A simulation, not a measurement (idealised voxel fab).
Process module, titled voxel ribs on slabs
Xsec cut, 280 nm wide, square cell size 5 nm.
The cross-sections in this document take the form of a grid made of square cells. They are written out as bands, in order from top to bottom. Each band consists of one or more rows of cells. Within each band entry, the heights of the top and of the bottom of the band appear first, in that order and in nm; the materials of the band then follow from left to right, each with its corresponding width in nm. The designation "all across" on a single material indicates that it fills the band from edge to edge; the designation "empty" indicates empty space. Height is counted from the level 0, under which the received wafer is composed throughout of one material. The lowest of the bands is not closed at the bottom but continues downward, in the notation "top 0, no bottom". Width: "30 to 40" (first number = top row, second number = bottom row, same change from row to row of cells). "identical to before" for a step: no cell of the cross-section changed in that step. So "Closed void listing" is basically the list of trapped voids: any empty space of 8 cells or more that can't reach the top through an opening. They're written width x height at distance, the distance being from the left edge, and it's all nm. Past the settings on a step's line: simulator remark, on that step. "overlay nm" answers the question of how far to the right of plan the mask lay on a step that has a mask, and when it is negative the answer is to the left.

Process steps foreseen in the plan
- 1: RECEIVE (material Si)
- 2: DIRECTIONAL_DEP (material SiO2; thk nm 25)
- 3: DIRECTIONAL_DEP (material polySi; thk nm 25)
- 4: MASKED_ETCH (tone cover; mask id RIB; width nm 25; etch materials polySi; depth nm 10; overlay nm 0)
- 5: DIRECTIONAL_DEP (material aC; thk nm 15)
- 6: PATTERN (tone cover; mask id SLAB; material resist; width nm 55; thk nm 35; overlay nm 0)
- 7: DIRECTIONAL_ETCH (etch materials aC; depth nm 15)
- 8: STRIP (etch materials resist)
- 9: DIRECTIONAL_ETCH (etch materials polySi; depth nm 15)
- 10: STRIP (etch materials aC)
- 11: FILL_DEP (material SiO2; thk nm 15)
- 12: CMP (height nm 60)
- 13: DIRECTIONAL_DEP (material TiN; thk nm 10)
- 14: MASKED_ETCH (tone cover; mask id HEATER; width nm 35; etch materials TiN; depth nm 10; overlay nm -15)
- 15: CONFORMAL_DEP (material SiN; thk nm 5)
Where the wafers of this document differ is in the overlay nm of step 14; they start out the same, and the plan states the value that applied to the first wafer.

The first of several wafers in cross-section, exactly as it reached us after step 1
	top 0, no bottom: Si all across
	Closed void listing: none

Basically each wafer gets a line in the table, showing it at the end of the module: material by material, the cells it gained (+) or lost (-) since we got it, then its closed voids
overlay nm -15; +60 SiN; +629 SiO2; +14 TiN; +43 polySi; Closed void listing: none
overlay nm -10; +60 SiN; +629 SiO2; +14 TiN; +43 polySi; Closed void listing: none
overlay nm -5; +60 SiN; +629 SiO2; +14 TiN; +43 polySi; Closed void listing: none
overlay nm 0; +60 SiN; +629 SiO2; +14 TiN; +43 polySi; Closed void listing: none
overlay nm 5; +60 SiN; +629 SiO2; +14 TiN; +43 polySi; Closed void listing: none
overlay nm 10; +60 SiN; +629 SiO2; +14 TiN; +43 polySi; Closed void listing: none
overlay nm 15; +60 SiN; +629 SiO2; +14 TiN; +43 polySi; Closed void listing: none
